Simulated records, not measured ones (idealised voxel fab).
Proc. module: voxel spacer lines
For reference, the cross-section in this document is cut, with width 225 nm and square cells of 5 nm.
The cross-sections in this document take the form of a grid made of square cells. They are written out as bands, in order from top to bottom. Each band consists of one or more rows of cells.
Heights first: top, then bottom, in nm. Then materials, left to right, each with a width in nm. "full width" on a single material: fills the band edge to edge. "air": empty space.
Note: height 0 marks the level under which the wafer is uniformly one material as received. Lowest band unbounded below, written "0 down".
Read "30..40" as a graded width: first number on top, second number at the bottom, same change between each pair of neighbouring rows.
"left unchanged" -> step changed no cross-section cell.
Closed empty spaces (no open way to the top) of 8 cells or more are what "Closed void roster" lists, each as width x height at distance from the left edge, nm for all three.
Step line, after settings: the simulator's comment on this step.
Each step line may optionally specify "overlay nm", which for a step with a mask gives the rightward distance between the mask's planned place and where it lay, a negative value indicating the leftward direction.

## The process steps that were planned are listed below
1,RECEIVE, material Si
2,CONFORMAL_DEP, material Al2O3, thk nm 10
3,DIRECTIONAL_DEP, material W, thk nm 15
4,DIRECTIONAL_DEP, material aC, thk nm 25
5,PATTERN, tone cover, mask id MANDREL, material resist, width nm 25, pitch nm 80, thk nm 30, overlay nm 0
6,DIRECTIONAL_ETCH, etch materials aC, depth nm 25
7,STRIP, etch materials resist
8,CONFORMAL_DEP, material SiO2, thk nm 15
9,DIRECTIONAL_ETCH, etch materials SiO2, depth nm 15
10,STRIP, etch materials aC
11,DIRECTIONAL_ETCH, etch materials W, depth nm 15
12,STRIP, etch materials SiO2

## Received-state cross-section, reflecting completion of step 1
	0 down: Si full width
	Closed void roster: none

## Cross-section at module end, one run error; start and plan unchanged from above
	40 to 25: air: 5  W: 15  air: 25  W: 15  air: 25  W: 15  air: 25  W: 15  air: 25  W: 15  air: 25  W: 15  air: 5
	25 to 10: W full width
	10 to 0: Al2O3 full width
	0 down: Si full width
	Closed void roster: none
Short version of what went wrong: yeah, plan step 3 got run twice
